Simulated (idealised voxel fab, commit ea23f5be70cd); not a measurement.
This is a process module. Its name is voxel quadruple lines.
Section shown: cut. Width: 140 nm. Cell size: 5 nm, square.
For the purposes of this document, a cross-section shall be understood as a grid of square cells, specified as bands listed in top-to-bottom order, each band consisting of one or more rows of cells.
It is stipulated that each band's entry specify, in nanometres, the height of the top of the band and then that of its bottom, followed by the materials of the band in left-to-right sequence, each together with its width in nanometres. A single material marked by the word "throughout" is understood to fill the band from edge to edge; the word "air" is understood to denote empty space.
Beneath 0, the wafer as received is one material, and that level is where height counting begins. The lowest band goes on downward without a bottom; it is written like "0 and below".
It should be noted that a width expressed as "30->40" varies in equal increments from row to row of cells within the band, taking the value of the first number at the top row and that of the second number at the bottom row.
Step marked "remains unaltered"? Then no cell in the cross-section changed in it.
The label "Unvented cavities" introduces a list of the empty spaces, 8 cells or larger, that have no open way up to the top; each entry in it reads width x height at distance, where the distance is taken from the left edge and all three are stated in nm.
Where a step's line continues beyond its settings, the continuation is a remark by the simulator itself on that step.
You can add "overlay nm" to a step's line. For a step with a mask, it describes how far the mask lay to the right of its planned position, and a negative number describes a lay to the left.

So here's the lineup of process steps we planned
- 1: RECEIVE with material Si
- 2: CONFORMAL_DEP with material SiO2, thk nm 5
- 3: DIRECTIONAL_DEP with material TiN, thk nm 10
- 4: DIRECTIONAL_DEP with material polySi, thk nm 20
- 5: DIRECTIONAL_DEP with material aC, thk nm 20
- 6: PATTERN with tone cover, mask id MANDREL, material resist, width nm 20, pitch nm 60, thk nm 30, overlay nm 0
- 7: DIRECTIONAL_ETCH with etch materials aC, depth nm 20
- 8: STRIP with etch materials resist
- 9: CONFORMAL_DEP with material SiO2, thk nm 10
- 10: DIRECTIONAL_ETCH with etch materials SiO2, depth nm 10
- 11: STRIP with etch materials aC
- 12: DIRECTIONAL_ETCH with etch materials polySi, depth nm 20
- 13: STRIP with etch materials SiO2
- 14: CONFORMAL_DEP with material SiCN, thk nm 5
- 15: DIRECTIONAL_ETCH with etch materials SiCN, depth nm 5
- 16: STRIP with etch materials polySi
- 17: DIRECTIONAL_ETCH with etch materials TiN, depth nm 10
- 18: STRIP with etch materials SiCN
- 19: FILL_DEP with material lowk, thk nm 10
- 20: CMP with height nm 15

As received (post step 1): cross-section
* 0 and below  Si throughout
* Unvented cavities: none

The module was run from the start shown above using the plan shown above, but one mistake was made doing it; the resulting wafer cross-section is below
* 15 down to 5  SiCN (15), then TiN (5), then SiCN (10), then TiN (5), then SiCN (10), then TiN (5), then SiCN (10), then TiN (5), then SiCN (10), then TiN (5), then SiCN (10), then TiN (5), then SiCN (10), then TiN (5), then SiCN (10), then TiN (5), then SiCN (15)
* 5 down to 0  SiO2 throughout
* 0 and below  Si throughout
* Unvented cavities: none
Against the plan, the run slipped here: contrary to plan, step 19 was performed as FILL_DEP with material SiCN, thk nm 10
